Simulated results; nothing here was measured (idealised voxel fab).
Process module under the name voxel trench capacitor
Square cells of 5 nm make up the cross-section cut, whose width is 285 nm.
Cross-section, as written here: a square-cell grid given band by band from the top down, where a band holds one or more rows of cells.
The band entry comprises the height of the band's top followed by the height of its bottom, expressed in nm, and subsequently the band's materials from left to right, each stated together with its width in nm. Where a single material is marked with the word "edge to edge", that material fills the band from edge to edge. The word "empty" represents empty space.
Note: height 0 marks the level under which the wafer is uniformly one material as received. Lowest band unbounded below, written "z 0 and below".
A width such as "30 to 40" changes by the same amount from each row of cells to the next, from the band's top row to its bottom row.
No cell of the cross-section changed in a step that is given as "nothing was modified".
The entry "Enclosed void entries" lists the empty spaces that cover at least 8 cells and have no open path to the top. Each is written as width x height at distance, where the distance is measured from the left edge and all three values are in nm.
On a step's line, text after the settings is the simulator commenting on that step.
Each step line may optionally specify "overlay nm", which for a step with a mask gives the rightward distance between the mask's planned place and where it lay, a negative value indicating the leftward direction.
These are the steps we planned for the process:
step 1: RECEIVE (material Si)
step 2: CONFORMAL_DEP (material SiN; thk nm 10)
step 3: MASKED_ETCH (tone open; mask id TRENCH; width nm 25; pitch nm 55; etch materials SiN; depth nm 10; overlay nm 0)
step 4: MASKED_ETCH (tone open; mask id TRENCH; width nm 25; pitch nm 55; etch materials Si; depth nm 40; overlay nm 0)
step 5: CONFORMAL_DEP (material HfO2; thk nm 5)
step 6: CONFORMAL_DEP (material TiN; thk nm 5)
step 7: FILL_DEP (material W; thk nm 10)
step 8: CMP (height nm 10)
As-received state of the wafer in cross-section, equivalent to post-step 1:
	z 0 and below = Si edge to edge
	Enclosed void entries: none
First of two wafers at the end of the module, shown in cross-section; run carried out as planned:
	z 10 to 0 = SiN 100, HfO2 5, TiN 5, W 5, TiN 5, HfO2 5, SiN 30, HfO2 5, TiN 5, W 5, TiN 5, HfO2 5, SiN 105
	z 0 to -30 = Si 100, HfO2 5, TiN 5, W 5, TiN 5, HfO2 5, Si 30, HfO2 5, TiN 5, W 5, TiN 5, HfO2 5, Si 105
	z -30 to -35 = Si 100, HfO2 5, TiN 15, HfO2 5, Si 30, HfO2 5, TiN 15, HfO2 5, Si 105
	z -35 to -40 = Si 100, HfO2 25, Si 30, HfO2 25, Si 105
	z -40 and below = Si edge to edge
	Enclosed void entries: none
The second wafer, shown in cross-section after the module: started the same way as the first and given the same plan, yet one mistake crept into how it was run:
	z 10 to 5 = TiN 95, HfO2 5, SiN 25, HfO2 5, TiN 20, HfO2 5, SiN 25, HfO2 5, TiN 100
	z 5 to 0 = HfO2 100, SiN 25, HfO2 30, SiN 25, HfO2 105
	z 0 and below = Si edge to edge
	Enclosed void entries: none
what went wrong: heads up, step 3 didn't go per plan, it actually ran as MASKED_ETCH (tone cover; mask id TRENCH; width nm 25; pitch nm 55; etch materials SiN; depth nm 10; overlay nm 0)
Wafer comparison, final, in cells, second relative to first, materials more or fewer: HfO2 +5; Si +80; SiN -74; TiN +5; W -16
